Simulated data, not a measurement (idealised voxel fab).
Name of the process module below: voxel capacitor over wiring
Xsec cut, 245 nm wide, square cell size 5 nm.
Cross-section, as written here: a square-cell grid given band by band from the top down, where a band holds one or more rows of cells. Per band: top height and bottom height in nm, followed by the left-to-right materials and their widths in nm; "full width" marks a single material spanning edge to edge, "empty" marks empty space. Note: height 0 marks the level under which the wafer is uniformly one material as received. Lowest band unbounded below, written "z 0 and below". When a width is written as two numbers, as in "30..40", the first number is the width in the top row of cells of the band and the second is the width in its bottom row, and the width changes by the same amount from each row to the next. "all unchanged" -> step changed no cross-section cell. The label "Enclosed empty spaces" introduces a list of the empty spaces, 8 cells or larger, that have no open way up to the top; each entry in it reads width x height at distance, where the distance is taken from the left edge and all three are stated in nm. Post-settings text on a step line: simulator's own remark regarding the step. A step line may carry the setting "overlay nm", which, for steps involving a mask, states the distance by which the mask lay to the right of its intended position; negative values denote displacement to the left.

[plan]
1 RECEIVE, material Si
2 CONFORMAL_DEP, material SiO2, thk nm 15
3 CONFORMAL_DEP, material SiCN, thk nm 5
4 DIRECTIONAL_DEP, material SiO2, thk nm 25
5 DIRECTIONAL_DEP, material aC, thk nm 15
6 PATTERN, tone open, mask id METAL_1, material resist, width nm 25, pitch nm 80, thk nm 30, overlay nm 0
7 DIRECTIONAL_ETCH, etch materials aC, depth nm 15
8 STRIP, etch materials resist
9 DIRECTIONAL_ETCH, etch materials SiO2, depth nm 25
10 DIRECTIONAL_ETCH, etch materials SiCN, depth nm 5
11 STRIP, etch materials aC
12 CONFORMAL_DEP, material TiN, thk nm 5
13 FILL_DEP, material Cu, thk nm 5
14 CMP, height nm 45
15 CONFORMAL_DEP, material SiCN, thk nm 5
16 DIRECTIONAL_DEP, material SiO2, thk nm 10
17 DIRECTIONAL_DEP, material aC, thk nm 10
18 PATTERN, tone open, mask id PLUG_1, material resist, width nm 15, thk nm 25, overlay nm 0
19 DIRECTIONAL_ETCH, etch materials aC, depth nm 10
20 STRIP, etch materials resist
21 DIRECTIONAL_ETCH, etch materials SiO2, depth nm 10
22 DIRECTIONAL_ETCH, etch materials SiCN, depth nm 5
23 STRIP, etch materials aC
24 CONFORMAL_DEP, material TiN, thk nm 5
25 FILL_DEP, material Ru, thk nm 5
26 CMP, height nm 60
27 DIRECTIONAL_DEP, material TiN, thk nm 10
28 DIRECTIONAL_DEP, material HfO2, thk nm 5
29 DIRECTIONAL_DEP, material TiN, thk nm 5
30 DIRECTIONAL_DEP, material aC, thk nm 15
31 PATTERN, tone cover, mask id UPPER_PLATE, material resist, width nm 60, thk nm 30, overlay nm 0
32 DIRECTIONAL_ETCH, etch materials aC, depth nm 15
33 STRIP, etch materials resist
34 DIRECTIONAL_ETCH, etch materials TiN, depth nm 5
35 DIRECTIONAL_ETCH, etch materials HfO2, depth nm 5
36 STRIP, etch materials aC
37 PATTERN, tone cover, mask id LOWER_PLATE, material resist, width nm 70, thk nm 20, overlay nm 0
38 DIRECTIONAL_ETCH, etch materials TiN, depth nm 10
39 STRIP, etch materials resist
40 FILL_DEP, material SiO2, thk nm 20
41 CMP, height nm 95
42 PATTERN, tone open, mask id PLUG_2, material resist, width nm 15, thk nm 20, overlay nm 0
43 DIRECTIONAL_ETCH, etch materials SiO2, depth nm 15
44 STRIP, etch materials resist
45 CONFORMAL_DEP, material TiN, thk nm 5
46 FILL_DEP, material Ru, thk nm 5
47 CMP, height nm 95
48 CONFORMAL_DEP, material SiCN, thk nm 5

[Incoming wafer, cross-sectional view, post step 1]
> z 0 and below | Si full width
> Enclosed empty spaces: none

[Cross-sectional view of the first of the two wafers upon completion of the module, processed in accordance with the plan]
> z 100 to 95 | SiCN full width
> z 95 to 85 | SiO2 90  TiN 5  Ru 5  TiN 5  SiO2 140
> z 85 to 75 | SiO2 90..80  TiN 15..60  SiO2 140..105
> z 75 to 70 | SiO2 80  HfO2 60  SiO2 105
> z 70 to 60 | SiO2 75  TiN 70  SiO2 100
> z 60 to 50 | SiO2 80  TiN 5  Ru 5  TiN 5  SiO2 150
> z 50 to 45 | SiCN 80  TiN 15  SiCN 150
> z 45 to 20 | SiO2 70  TiN 5  Cu 15  TiN 5  SiO2 55  TiN 5  Cu 15  TiN 5  SiO2 70
> z 20 to 15 | SiCN 70  TiN 25  SiCN 55  TiN 25  SiCN 70
> z 15 to 0 | SiO2 full width
> z 0 and below | Si full width
> Enclosed empty spaces: none

[Cross-sectional view: second of two wafers, end of module; start and plan identical to the first, one mistake in running]
> z 100 to 95 | SiCN full width
> z 95 to 85 | SiO2 90  TiN 5  Ru 5  TiN 5  SiO2 140
> z 85 to 80 | SiO2 90  TiN 15  SiO2 140
> z 80 to 75 | SiO2 full width
> z 75 to 70 | SiO2 80  HfO2 60  SiO2 105
> z 70 to 60 | TiN 75  SiO2 5  TiN 60  SiO2 5  TiN 100
> z 60 to 50 | SiO2 80  TiN 5  Ru 5  TiN 5  SiO2 150
> z 50 to 45 | SiCN 80  TiN 15  SiCN 150
> z 45 to 20 | SiO2 70  TiN 5  Cu 15  TiN 5  SiO2 55  TiN 5  Cu 15  TiN 5  SiO2 70
> z 20 to 15 | SiCN 70  TiN 25  SiCN 55  TiN 25  SiCN 70
> z 15 to 0 | SiO2 full width
> z 0 and below | Si full width
> Enclosed empty spaces: none
In executing the process, a mistake was made relative to the plan: contrary to plan, step 37 was performed as PATTERN, tone open, mask id LOWER_PLATE, material resist, width nm 70, thk nm 20, overlay nm 0
Once processing is complete, comparing cell counts shows that the second wafer has more or fewer of certain materials than the first: 54 fewer of SiO2; 54 more of TiN
